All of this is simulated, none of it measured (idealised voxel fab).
process module | voxel transistor to metal
cross-section cut | 215 nm wide | cells 5 nm
A cross-section is a grid of square cells, given in bands from the top down. A band is one or more rows of cells.
Each band's line starts with the height of the band's top and of its bottom, in nm. Then come its materials from left to right, each with its width in nm. One material with "throughout" fills the band from edge to edge. "air" is empty space.
Height 0 is the level under which the wafer as received is all one material. The lowest band goes on downwards, as in "0 down".
A width such as "30 to 40" changes by the same amount from each row of cells to the next, from the band's top row to its bottom row.
"no change" after a step means that no cell of the cross-section changed.
closed voids: empty space of 8 cells or more with no open way to the top, each as width x height at its distance from the left edge, in nm
after a step's settings: what the simulator itself notes on the step
overlay nm, on a step with a mask: how far to the right of its planned place the mask lay; to the left if negative
plan
1 op RECEIVE | material Si
2 op OXIDIZE | depth nm 5
3 op CONFORMAL_DEP | material SiN | thk nm 10
4 op MASKED_ETCH | tone cover | mask id ACTIVE | width nm 125 | etch materials SiN | depth nm 10 | overlay nm 0
5 op MASKED_ETCH | tone cover | mask id ACTIVE | width nm 125 | etch materials SiO2 | depth nm 5 | overlay nm 0
6 op MASKED_ETCH | tone cover | mask id ACTIVE | width nm 125 | etch materials Si | depth nm 20 | overlay nm 0
7 op FILL_DEP | material SiO2 | thk nm 5
8 op CMP | height nm 10
9 op SELECTIVE_ETCH | etch materials SiO2 | depth nm 10
10 op STRIP | etch materials SiN
11 op SELECTIVE_ETCH | etch materials SiO2 | depth nm 5
12 op OXIDIZE | depth nm 5
13 op DIRECTIONAL_DEP | material polySi | thk nm 20
14 op DIRECTIONAL_DEP | material SiCN | thk nm 15
15 op DIRECTIONAL_DEP | material aC | thk nm 15
16 op PATTERN | tone cover | mask id GATE | material resist | width nm 35 | thk nm 35 | overlay nm 0
17 op DIRECTIONAL_ETCH | etch materials aC | depth nm 15
18 op STRIP | etch materials resist
19 op DIRECTIONAL_ETCH | etch materials SiCN | depth nm 25
20 op DIRECTIONAL_ETCH | etch materials polySi | depth nm 30
21 op STRIP | etch materials aC
22 op CONFORMAL_DEP | material SiO2 | thk nm 5
23 op DIRECTIONAL_ETCH | etch materials SiO2 | depth nm 5
24 op CONFORMAL_DEP | material SiN | thk nm 10
25 op DIRECTIONAL_ETCH | etch materials SiN | depth nm 10
26 op DIRECTIONAL_ETCH | etch materials SiO2 | depth nm 5
27 op DIRECTIONAL_ETCH | etch materials Si | depth nm 5
28 op EPI | material pSi | thk nm 5
29 op FILL_DEP | material SiO2 | thk nm 10
30 op CMP | height nm 15
31 op STRIP | etch materials polySi
32 op SELECTIVE_ETCH | etch materials SiO2 | depth nm 5
33 op CONFORMAL_DEP | material HfO2 | thk nm 5
34 op CONFORMAL_DEP | material TiN | thk nm 5
35 op FILL_DEP | material W | thk nm 10
36 op CMP | height nm 10
37 op DIRECTIONAL_DEP | material SiO2 | thk nm 10
38 op PATTERN | tone open | mask id CONTACT | material resist | width nm 20 | pitch nm 85 | thk nm 15 | overlay nm 0
39 op DIRECTIONAL_ETCH | etch materials SiO2 | depth nm 30
40 op STRIP | etch materials resist
41 op CONFORMAL_DEP | material TiN | thk nm 5
42 op FILL_DEP | material Ru | thk nm 5
43 op CMP | height nm 20
44 op DIRECTIONAL_DEP | material TiN | thk nm 5
45 op DIRECTIONAL_DEP | material W | thk nm 15
46 op DIRECTIONAL_DEP | material aC | thk nm 15
47 op PATTERN | tone cover | mask id METAL_1 | material resist | width nm 20 | pitch nm 85 | thk nm 35 | overlay nm 0
48 op DIRECTIONAL_ETCH | etch materials aC | depth nm 15
49 op STRIP | etch materials resist
50 op DIRECTIONAL_ETCH | etch materials W | depth nm 15
51 op DIRECTIONAL_ETCH | etch materials TiN | depth nm 5
52 op STRIP | etch materials aC
53 op FILL_DEP | material lowk | thk nm 10
54 op CMP | height nm 40
55 op CONFORMAL_DEP | material SiCN | thk nm 5
first wafer, as planned
as received, after step 1
  0 down: Si throughout
  closed voids: none
after step 2
  0 to -5: SiO2 throughout
  below -5: unchanged
after step 3
  10 to 0: SiN throughout
  below 0: unchanged
after step 4
  10 to 0: air 45 | SiN 125 | air 45
  below 0: unchanged
after step 5
  10 to 0: air 45 | SiN 125 | air 45
  0 to -5: air 45 | SiO2 125 | air 45
  below -5: unchanged
after step 6
  10 to 0: air 45 | SiN 125 | air 45
  0 to -5: air 45 | SiO2 125 | air 45
  -5 to -25: air 45 | Si 125 | air 45
  below -25: unchanged
after step 7
  15 to 10: SiO2 throughout
  10 to 0: SiO2 45 | SiN 125 | SiO2 45
  0 to -5: SiO2 throughout
  -5 to -25: SiO2 45 | Si 125 | SiO2 45
  below -25: unchanged
after step 8
  10 to 0: SiO2 45 | SiN 125 | SiO2 45
  below 0: unchanged
after step 9
  10 to 0: air 45 | SiN 125 | air 45
  below 0: unchanged
after step 10
  0 to -5: SiO2 throughout
  below -5: unchanged
after step 11
  -5 to -25: SiO2 45 | Si 125 | SiO2 45
  below -25: unchanged
after step 12
  -5 to -10: SiO2 throughout
  below -10: unchanged
after step 13
  15 to -5: polySi throughout
  below -5: unchanged
after step 14
  30 to 15: SiCN throughout
  below 15: unchanged
after step 15
  45 to 30: aC throughout
  below 30: unchanged
after step 16
  80 to 45: air 90 | resist 35 | air 90
  below 45: unchanged
after step 17
  65 to 45: air 90 | resist 35 | air 90
  45 to 30: air 90 | aC 35 | air 90
  below 30: unchanged
after step 18
  45 to 30: air 90 | aC 35 | air 90
  below 30: unchanged
after step 19
  45 to 30: air 90 | aC 35 | air 90
  30 to 15: air 90 | SiCN 35 | air 90
  below 15: unchanged
after step 20
  45 to 30: air 90 | aC 35 | air 90
  30 to 15: air 90 | SiCN 35 | air 90
  15 to -5: air 90 | polySi 35 | air 90
  below -5: unchanged
after step 21
  30 to 15: air 90 | SiCN 35 | air 90
  below 15: unchanged
after step 22
  35 to 30: air 85 | SiO2 45 | air 85
  30 to 15: air 85 | SiO2 5 | SiCN 35 | SiO2 5 | air 85
  15 to 0: air 85 | SiO2 5 | polySi 35 | SiO2 5 | air 85
  0 to -5: SiO2 90 | polySi 35 | SiO2 90
  below -5: unchanged
after step 23
  30 to 15: air 85 | SiO2 5 | SiCN 35 | SiO2 5 | air 85
  15 to -5: air 85 | SiO2 5 | polySi 35 | SiO2 5 | air 85
  below -5: unchanged
after step 24
  40 to 30: air 75 | SiN 65 | air 75
  30 to 15: air 75 | SiN 10 | SiO2 5 | SiCN 35 | SiO2 5 | SiN 10 | air 75
  15 to 5: air 75 | SiN 10 | SiO2 5 | polySi 35 | SiO2 5 | SiN 10 | air 75
  5 to -5: SiN 85 | SiO2 5 | polySi 35 | SiO2 5 | SiN 85
  below -5: unchanged
after step 25
  30 to 15: air 75 | SiN 10 | SiO2 5 | SiCN 35 | SiO2 5 | SiN 10 | air 75
  15 to -5: air 75 | SiN 10 | SiO2 5 | polySi 35 | SiO2 5 | SiN 10 | air 75
  below -5: unchanged
after step 26
  30 to 25: air 75 | SiN 10 | air 5 | SiCN 35 | air 5 | SiN 10 | air 75
  25 to 15: air 75 | SiN 10 | SiO2 5 | SiCN 35 | SiO2 5 | SiN 10 | air 75
  15 to -5: air 75 | SiN 10 | SiO2 5 | polySi 35 | SiO2 5 | SiN 10 | air 75
  -5 to -10: air 75 | SiO2 65 | air 75
  below -10: unchanged
after step 27
  30 to 25: air 75 | SiN 10 | air 5 | SiCN 35 | air 5 | SiN 10 | air 75
  25 to 15: air 75 | SiN 10 | SiO2 5 | SiCN 35 | SiO2 5 | SiN 10 | air 75
  15 to -5: air 75 | SiN 10 | SiO2 5 | polySi 35 | SiO2 5 | SiN 10 | air 75
  -5 to -10: air 75 | SiO2 65 | air 75
  -10 to -15: SiO2 45 | air 30 | Si 65 | air 30 | SiO2 45
  below -15: unchanged
after step 28
  30 to 25: air 75 | SiN 10 | air 5 | SiCN 35 | air 5 | SiN 10 | air 75
  25 to 15: air 75 | SiN 10 | SiO2 5 | SiCN 35 | SiO2 5 | SiN 10 | air 75
  15 to -5: air 75 | SiN 10 | SiO2 5 | polySi 35 | SiO2 5 | SiN 10 | air 75
  -5 to -10: air 70 | pSi 5 | SiO2 65 | pSi 5 | air 70
  -10 to -15: SiO2 45 | pSi 30 | Si 65 | pSi 30 | SiO2 45
  below -15: unchanged
after step 29
  40 to 30: SiO2 throughout
  30 to 15: SiO2 75 | SiN 10 | SiO2 5 | SiCN 35 | SiO2 5 | SiN 10 | SiO2 75
  15 to -5: SiO2 75 | SiN 10 | SiO2 5 | polySi 35 | SiO2 5 | SiN 10 | SiO2 75
  -5 to -10: SiO2 70 | pSi 5 | SiO2 65 | pSi 5 | SiO2 70
  below -10: unchanged
after step 30
  15 to -5: SiO2 75 | SiN 10 | SiO2 5 | polySi 35 | SiO2 5 | SiN 10 | SiO2 75
  below -5: unchanged
after step 31
  15 to -5: SiO2 75 | SiN 10 | SiO2 5 | air 35 | SiO2 5 | SiN 10 | SiO2 75
  below -5: unchanged
after step 32
  15 to 10: air 75 | SiN 10 | air 45 | SiN 10 | air 75
  10 to -5: SiO2 75 | SiN 10 | air 45 | SiN 10 | SiO2 75
  -5 to -10: SiO2 70 | pSi 5 | SiO2 10 | air 45 | SiO2 10 | pSi 5 | SiO2 70
  below -10: unchanged
after step 33
  20 to 15: air 70 | HfO2 20 | air 35 | HfO2 20 | air 70
  15 to 10: HfO2 75 | SiN 10 | HfO2 5 | air 35 | HfO2 5 | SiN 10 | HfO2 75
  10 to -5: SiO2 75 | SiN 10 | HfO2 5 | air 35 | HfO2 5 | SiN 10 | SiO2 75
  -5 to -10: SiO2 70 | pSi 5 | SiO2 10 | HfO2 45 | SiO2 10 | pSi 5 | SiO2 70
  below -10: unchanged
after step 34
  25 to 20: air 65 | TiN 30 | air 25 | TiN 30 | air 65
  20 to 15: TiN 70 | HfO2 20 | TiN 5 | air 25 | TiN 5 | HfO2 20 | TiN 70
  15 to 10: HfO2 75 | SiN 10 | HfO2 5 | TiN 5 | air 25 | TiN 5 | HfO2 5 | SiN 10 | HfO2 75
  10 to 0: SiO2 75 | SiN 10 | HfO2 5 | TiN 5 | air 25 | TiN 5 | HfO2 5 | SiN 10 | SiO2 75
  0 to -5: SiO2 75 | SiN 10 | HfO2 5 | TiN 35 | HfO2 5 | SiN 10 | SiO2 75
  below -5: unchanged
after step 35
  35 to 25: W throughout
  25 to 20: W 65 | TiN 30 | W 25 | TiN 30 | W 65
  20 to 15: TiN 70 | HfO2 20 | TiN 5 | W 25 | TiN 5 | HfO2 20 | TiN 70
  15 to 10: HfO2 75 | SiN 10 | HfO2 5 | TiN 5 | W 25 | TiN 5 | HfO2 5 | SiN 10 | HfO2 75
  10 to 0: SiO2 75 | SiN 10 | HfO2 5 | TiN 5 | W 25 | TiN 5 | HfO2 5 | SiN 10 | SiO2 75
  below 0: unchanged
after step 36
  10 to 0: SiO2 75 | SiN 10 | HfO2 5 | TiN 5 | W 25 | TiN 5 | HfO2 5 | SiN 10 | SiO2 75
  below 0: unchanged
after step 37
  20 to 10: SiO2 throughout
  below 10: unchanged
after step 38
  35 to 20: resist 55 | air 20 | resist 65 | air 20 | resist 55
  below 20: unchanged
after step 39
  35 to 20: resist 55 | air 20 | resist 65 | air 20 | resist 55
  20 to 10: SiO2 55 | air 20 | SiO2 65 | air 20 | SiO2 55
  10 to 0: SiO2 55 | air 20 | SiN 10 | HfO2 5 | TiN 5 | W 25 | TiN 5 | HfO2 5 | SiN 10 | air 20 | SiO2 55
  0 to -5: SiO2 55 | air 20 | SiN 10 | HfO2 5 | TiN 35 | HfO2 5 | SiN 10 | air 20 | SiO2 55
  -5 to -10: SiO2 55 | air 15 | pSi 5 | SiO2 10 | HfO2 45 | SiO2 10 | pSi 5 | air 15 | SiO2 55
  below -10: unchanged
after step 40
  20 to 10: SiO2 55 | air 20 | SiO2 65 | air 20 | SiO2 55
  below 10: unchanged
after step 41
  25 to 20: TiN 60 | air 10 | TiN 75 | air 10 | TiN 60
  20 to 10: SiO2 55 | TiN 5 | air 10 | TiN 5 | SiO2 65 | TiN 5 | air 10 | TiN 5 | SiO2 55
  10 to 0: SiO2 55 | TiN 5 | air 10 | TiN 5 | SiN 10 | HfO2 5 | TiN 5 | W 25 | TiN 5 | HfO2 5 | SiN 10 | TiN 5 | air 10 | TiN 5 | SiO2 55
  0 to -5: SiO2 55 | TiN 5 | air 5 | TiN 10 | SiN 10 | HfO2 5 | TiN 35 | HfO2 5 | SiN 10 | TiN 10 | air 5 | TiN 5 | SiO2 55
  -5 to -10: SiO2 55 | TiN 15 | pSi 5 | SiO2 10 | HfO2 45 | SiO2 10 | pSi 5 | TiN 15 | SiO2 55
  below -10: unchanged
after step 42
  30 to 25: Ru throughout
  25 to 20: TiN 60 | Ru 10 | TiN 75 | Ru 10 | TiN 60
  20 to 10: SiO2 55 | TiN 5 | Ru 10 | TiN 5 | SiO2 65 | TiN 5 | Ru 10 | TiN 5 | SiO2 55
  10 to 0: SiO2 55 | TiN 5 | Ru 10 | TiN 5 | SiN 10 | HfO2 5 | TiN 5 | W 25 | TiN 5 | HfO2 5 | SiN 10 | TiN 5 | Ru 10 | TiN 5 | SiO2 55
  0 to -5: SiO2 55 | TiN 5 | Ru 5 | TiN 10 | SiN 10 | HfO2 5 | TiN 35 | HfO2 5 | SiN 10 | TiN 10 | Ru 5 | TiN 5 | SiO2 55
  below -5: unchanged
after step 43
  20 to 10: SiO2 55 | TiN 5 | Ru 10 | TiN 5 | SiO2 65 | TiN 5 | Ru 10 | TiN 5 | SiO2 55
  below 10: unchanged
after step 44
  25 to 20: TiN throughout
  below 20: unchanged
after step 45
  40 to 25: W throughout
  below 25: unchanged
after step 46
  55 to 40: aC throughout
  below 40: unchanged
after step 47
  90 to 55: air 55 | resist 20 | air 65 | resist 20 | air 55
  below 55: unchanged
after step 48
  75 to 55: air 55 | resist 20 | air 65 | resist 20 | air 55
  55 to 40: air 55 | aC 20 | air 65 | aC 20 | air 55
  below 40: unchanged
after step 49
  55 to 40: air 55 | aC 20 | air 65 | aC 20 | air 55
  below 40: unchanged
after step 50
  55 to 40: air 55 | aC 20 | air 65 | aC 20 | air 55
  40 to 25: air 55 | W 20 | air 65 | W 20 | air 55
  below 25: unchanged
after step 51
  55 to 40: air 55 | aC 20 | air 65 | aC 20 | air 55
  40 to 25: air 55 | W 20 | air 65 | W 20 | air 55
  25 to 20: air 55 | TiN 20 | air 65 | TiN 20 | air 55
  below 20: unchanged
after step 52
  40 to 25: air 55 | W 20 | air 65 | W 20 | air 55
  below 25: unchanged
after step 53
  50 to 40: lowk throughout
  40 to 25: lowk 55 | W 20 | lowk 65 | W 20 | lowk 55
  25 to 20: lowk 55 | TiN 20 | lowk 65 | TiN 20 | lowk 55
  below 20: unchanged
after step 54
  40 to 25: lowk 55 | W 20 | lowk 65 | W 20 | lowk 55
  below 25: unchanged
after step 55
  45 to 40: SiCN throughout
  below 40: unchanged
second wafer: like start, like plan, one mistake. Through step 46 it matches the first wafer
when step 47 should have ended
  90 to 55: resist 55 | air 20 | resist 65 | air 20 | resist 55
  below 55: unchanged
when step 48 should have ended
  75 to 55: resist 55 | air 20 | resist 65 | air 20 | resist 55
  55 to 40: aC 55 | air 20 | aC 65 | air 20 | aC 55
  below 40: unchanged
when step 49 should have ended
  55 to 40: aC 55 | air 20 | aC 65 | air 20 | aC 55
  below 40: unchanged
when step 50 should have ended
  55 to 40: aC 55 | air 20 | aC 65 | air 20 | aC 55
  40 to 25: W 55 | air 20 | W 65 | air 20 | W 55
  below 25: unchanged
when step 51 should have ended
  55 to 40: aC 55 | air 20 | aC 65 | air 20 | aC 55
  40 to 25: W 55 | air 20 | W 65 | air 20 | W 55
  25 to 20: TiN 55 | air 20 | TiN 65 | air 20 | TiN 55
  below 20: unchanged
when step 52 should have ended
  40 to 25: W 55 | air 20 | W 65 | air 20 | W 55
  below 25: unchanged
when step 53 should have ended
  50 to 40: lowk throughout
  40 to 25: W 55 | lowk 20 | W 65 | lowk 20 | W 55
  25 to 20: TiN 55 | lowk 20 | TiN 65 | lowk 20 | TiN 55
  below 20: unchanged
when step 54 should have ended
  40 to 25: W 55 | lowk 20 | W 65 | lowk 20 | W 55
  below 25: unchanged
when step 55 should have ended
  45 to 40: SiCN throughout
  below 40: unchanged
what went wrong: step 47 ran as: op PATTERN | tone open | mask id METAL_1 | material resist | width nm 20 | pitch nm 85 | thk nm 35 | overlay nm 0
at the end the second wafer has, in cells: 27 more of TiN | 81 more of W | 108 fewer of lowk
